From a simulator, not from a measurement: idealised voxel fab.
Herein follows the process module entitled voxel ribs on slabs.
We display cut, a cross-section 265 nm in width whose square cells are each 5 nm.
Format of a cross-section: grid, square cells. Given as bands. Order: top down. Band: one or more rows of cells. For a band, the entry starts with two heights in nm, that of the top and then that of the bottom, and carries on with the band's materials in order from left to right, each alongside its width in nm; the word "edge to edge" beside a single material means it fills the band edge to edge, and "empty" means empty space. The reference from which all heights are counted is 0, the level beneath which the as-received wafer is entirely one material; the lowest band, having no lower bound, proceeds downward and is written after the example "0..down". Quick explanation for "30 to 40": the width changes in equal steps down the rows of cells, from the first number in the band's top row to the second number in its bottom row. Given "identical to before" for a step, no cell of the cross-section differs between before and after that step. For the entry "Enclosed internal voids", the listed items are empty spaces with no open way to the top whose size is 8 cells or more; each item follows the pattern width x height at distance, where distance is from the left edge and all three are in nm. What comes after the settings on a step's line is commentary from the simulator itself on that step. When a step includes a mask, the "overlay nm" setting on its line states how far to the right of its planned place that mask lay, and negative values state how far to the left.
# Planned step list for the process
step 1: RECEIVE: material Si
step 2: DIRECTIONAL_DEP: material SiO2, thk nm 25
step 3: DIRECTIONAL_DEP: material polySi, thk nm 15
step 4: PATTERN: tone cover, mask id RIB, material resist, width nm 30, thk nm 20, overlay nm 0
step 5: DIRECTIONAL_ETCH: etch materials polySi, depth nm 5
step 6: STRIP: etch materials resist
step 7: PATTERN: tone cover, mask id SLAB, material resist, width nm 70, thk nm 15, overlay nm 0
step 8: DIRECTIONAL_ETCH: etch materials polySi, depth nm 10
step 9: STRIP: etch materials resist
step 10: FILL_DEP: material SiO2, thk nm 15
step 11: CMP: height nm 50
step 12: DIRECTIONAL_DEP: material TiN, thk nm 5
step 13: DIRECTIONAL_DEP: material aC, thk nm 15
step 14: PATTERN: tone cover, mask id HEATER, material resist, width nm 40, thk nm 35, overlay nm 0
step 15: DIRECTIONAL_ETCH: etch materials aC, depth nm 15
step 16: STRIP: etch materials resist
step 17: DIRECTIONAL_ETCH: etch materials TiN, depth nm 5
step 18: STRIP: etch materials aC
step 19: CONFORMAL_DEP: material SiO2, thk nm 10
# Incoming wafer in cross-section (state: after step 1)
	0..down | Si edge to edge
	Enclosed internal voids: none
# Cross-sectional image of the first of two wafers at the end of the module, the run having proceeded as planned
	65..60 | empty 100 nm  SiO2 60 nm  empty 105 nm
	60..55 | SiO2 edge to edge
	55..50 | SiO2 110 nm  TiN 40 nm  SiO2 115 nm
	50..40 | SiO2 edge to edge
	40..35 | SiO2 115 nm  polySi 30 nm  SiO2 120 nm
	35..25 | SiO2 95 nm  polySi 70 nm  SiO2 100 nm
	25..0 | SiO2 edge to edge
	0..down | Si edge to edge
	Enclosed internal voids: none
# Second wafer cross-section at end of module - shared start and plan with the first, one mistake in the run
	70..65 | empty 95 nm  SiO2 70 nm  empty 100 nm
	65..55 | SiO2 edge to edge
	55..50 | SiO2 110 nm  TiN 40 nm  SiO2 115 nm
	50..40 | SiO2 edge to edge
	40..35 | SiO2 115 nm  polySi 30 nm  SiO2 120 nm
	35..25 | SiO2 95 nm  polySi 70 nm  SiO2 100 nm
	25..0 | SiO2 edge to edge
	0..down | Si edge to edge
	Enclosed internal voids: none
Where did the run depart from the plan? step 19: run off-plan, actual operation and settings CONFORMAL_DEP: material SiO2, thk nm 15
Final tally in cells, some materials are higher or lower on the second wafer than on the first: SiO2: 55 more
